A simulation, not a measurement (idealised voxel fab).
This section sets out a process module, namely voxel ribs on slabs.
Section shown: cut. Width: 235 nm. Cell size: 5 nm, square.
Notation: cross-section as square-cell grid; stated in bands, top first, going down; one or more cell rows per band. Each band's line starts with the height of the band's top and of its bottom, in nm. Then come its materials from left to right, each with its width in nm. One material with "edge to edge" fills the band from edge to edge. "empty" is empty space. Basically, 0 is our baseline, since under it the wafer straight out of the box is all one material. The bottom band has no lower end and keeps on going down, so it looks like "0 -> down". Width spec "30->40" -> top row of cells at first value, bottom row at second value, equal per-row change in between. "left unchanged" -> step changed no cross-section cell. In the "Enclosed cavity list" entry, you get each enclosed empty space of 8 cells or more, one with no open way to the top, written width x height at distance, distance from the left edge, in nm. It should be noted that, on the line of a given step, the content following the step's settings is a remark produced by the simulator itself with respect to that step. "overlay nm" denotes, for a step that has a mask, the displacement of the mask to the right of its planned place, with negative values corresponding to the left.

Here's what the planned process steps look like
- 1: op RECEIVE | material Si
- 2: op DIRECTIONAL_DEP | material SiO2 | thk nm 25
- 3: op DIRECTIONAL_DEP | material polySi | thk nm 25
- 4: op DIRECTIONAL_DEP | material aC | thk nm 10
- 5: op PATTERN | tone cover | mask id RIB | material resist | width nm 25 | thk nm 25 | overlay nm 0
- 6: op DIRECTIONAL_ETCH | etch materials aC | depth nm 10
- 7: op STRIP | etch materials resist
- 8: op DIRECTIONAL_ETCH | etch materials polySi | depth nm 10
- 9: op STRIP | etch materials aC
- 10: op DIRECTIONAL_DEP | material aC | thk nm 15
- 11: op PATTERN | tone cover | mask id SLAB | material resist | width nm 65 | thk nm 35 | overlay nm -15
- 12: op DIRECTIONAL_ETCH | etch materials aC | depth nm 15
- 13: op STRIP | etch materials resist
- 14: op DIRECTIONAL_ETCH | etch materials polySi | depth nm 15
- 15: op STRIP | etch materials aC
- 16: op FILL_DEP | material SiO2 | thk nm 30
- 17: op CMP | height nm 70
- 18: op DIRECTIONAL_DEP | material W | thk nm 5
- 19: op PATTERN | tone cover | mask id HEATER | material resist | width nm 35 | thk nm 15 | overlay nm 0
- 20: op DIRECTIONAL_ETCH | etch materials W | depth nm 5
- 21: op STRIP | etch materials resist
- 22: op CONFORMAL_DEP | material SiN | thk nm 5
For clarity, it should be stated that the wafers under discussion commence in an identical condition and differ with respect to the overlay nm of step 11, the plan indicating the value that the first wafer had.

Cross-section, first of several wafers, as delivered after step 1
    0 -> down | Si edge to edge
    Enclosed cavity list: none

Quick look at the cross-section of the first of several wafers after step 22, which wraps up the module
    80 -> 75 | 95 of empty | 45 of SiN | 95 of empty
    75 -> 70 | 100 of SiN | 35 of W | 100 of SiN
    70 -> 50 | SiO2 edge to edge
    50 -> 40 | 105 of SiO2 | 25 of polySi | 105 of SiO2
    40 -> 25 | 70 of SiO2 | 65 of polySi | 100 of SiO2
    25 -> 0 | SiO2 edge to edge
    0 -> down | Si edge to edge
    Enclosed cavity list: none

Final wafer of several, shown in cross-section at the end of the module
    80 -> 75 | 95 of empty | 45 of SiN | 95 of empty
    75 -> 70 | 100 of SiN | 35 of W | 100 of SiN
    70 -> 50 | SiO2 edge to edge
    50 -> 40 | 105 of SiO2 | 25 of polySi | 105 of SiO2
    40 -> 25 | 100 of SiO2 | 65 of polySi | 70 of SiO2
    25 -> 0 | SiO2 edge to edge
    0 -> down | Si edge to edge
    Enclosed cavity list: none

Below: a row per wafer. Contents at end of module: for every material, cells gained since receipt (+) or lost since receipt (-); then closed voids
overlay nm -15, +49 SiN, +609 SiO2, +7 W, +49 polySi, Enclosed cavity list: none
overlay nm -10, +49 SiN, +609 SiO2, +7 W, +49 polySi, Enclosed cavity list: none
overlay nm -5, +49 SiN, +609 SiO2, +7 W, +49 polySi, Enclosed cavity list: none
overlay nm 0, +49 SiN, +609 SiO2, +7 W, +49 polySi, Enclosed cavity list: none
overlay nm 5, +49 SiN, +609 SiO2, +7 W, +49 polySi, Enclosed cavity list: none
overlay nm 10, +49 SiN, +609 SiO2, +7 W, +49 polySi, Enclosed cavity list: none
overlay nm 15, +49 SiN, +609 SiO2, +7 W, +49 polySi, Enclosed cavity list: none
